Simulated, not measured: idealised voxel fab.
process module | voxel gate over fins
cross-section cut | 255 nm wide | cells 5 nm
A cross-section is a grid of square cells, given in bands from the top down. A band is one or more rows of cells.
Each band's line starts with the height of the band's top and of its bottom, in nm. Then come its materials from left to right, each with its width in nm. One material with "throughout" fills the band from edge to edge. "air" is empty space.
Height 0 is the level under which the wafer as received is all one material. The lowest band goes on downwards, as in "0 down".
A width such as "30 to 40" changes by the same amount from each row of cells to the next, from the band's top row to its bottom row.
"no change" after a step means that no cell of the cross-section changed.
closed voids: empty space of 8 cells or more with no open way to the top, each as width x height at its distance from the left edge, in nm
after a step's settings: what the simulator itself notes on the step
overlay nm, on a step with a mask: how far to the right of its planned place the mask lay; to the left if negative
plan
1 op RECEIVE | material Si
2 op CONFORMAL_DEP | material SiN | thk nm 10
3 op DIRECTIONAL_DEP | material aC | thk nm 10
4 op PATTERN | tone cover | mask id FINS | material resist | width nm 15 | pitch nm 50 | thk nm 30 | overlay nm 0
5 op DIRECTIONAL_ETCH | etch materials aC | depth nm 10
6 op STRIP | etch materials resist
7 op DIRECTIONAL_ETCH | etch materials SiN | depth nm 10
8 op DIRECTIONAL_ETCH | etch materials Si | depth nm 35
9 op STRIP | etch materials aC
10 op OXIDIZE | depth nm 5
11 op FILL_DEP | material SiO2 | thk nm 5
12 op CMP | height nm 10
13 op DIRECTIONAL_DEP | material aC | thk nm 15
14 op PATTERN | tone open | mask id RAIL | material resist | width nm 15 | thk nm 35 | overlay nm 0
15 op DIRECTIONAL_ETCH | etch materials aC | depth nm 15
16 op STRIP | etch materials resist
17 op DIRECTIONAL_ETCH | etch materials SiO2 | depth nm 40
18 op STRIP | etch materials aC
19 op CONFORMAL_DEP | material TiN | thk nm 5
20 op FILL_DEP | material Ru | thk nm 10
21 op CMP | height nm 10
22 op SELECTIVE_ETCH | etch materials W Ru TiN | depth nm 35
23 op FILL_DEP | material SiO2 | thk nm 5
24 op CMP | height nm 10
25 op SELECTIVE_ETCH | etch materials SiO2 | depth nm 25
26 op STRIP | etch materials SiN
27 op CONFORMAL_DEP | material HfO2 | thk nm 5
28 op CONFORMAL_DEP | material TiN | thk nm 5
29 op CONFORMAL_DEP | material TiAl | thk nm 5
30 op CONFORMAL_DEP | material TiN | thk nm 5
31 op FILL_DEP | material W | thk nm 10
32 op CMP | height nm 25
33 op CONFORMAL_DEP | material SiCN | thk nm 10
varied across the wafers: thk nm of step 30. The plan shows the first wafer's value. All wafers start alike
first wafer as received, after step 1
  0 down: Si throughout
  closed voids: none
each wafer at the end: cells of each material gained (+) or lost (-) since it was received, then its closed voids
thk nm 5 | +69 HfO2 | -384 Si | +102 SiCN | +237 SiO2 | +69 TiAl | +141 TiN | +123 W | closed voids: none
thk nm 10 | +69 HfO2 | -384 Si | +102 SiCN | +237 SiO2 | +69 TiAl | +204 TiN | +60 W | closed voids: none
thk nm 15 | +69 HfO2 | -384 Si | +102 SiCN | +237 SiO2 | +69 TiAl | +228 TiN | +36 W | closed voids: none
thk nm 20 | +69 HfO2 | -384 Si | +102 SiCN | +237 SiO2 | +69 TiAl | +248 TiN | +16 W | closed voids: none
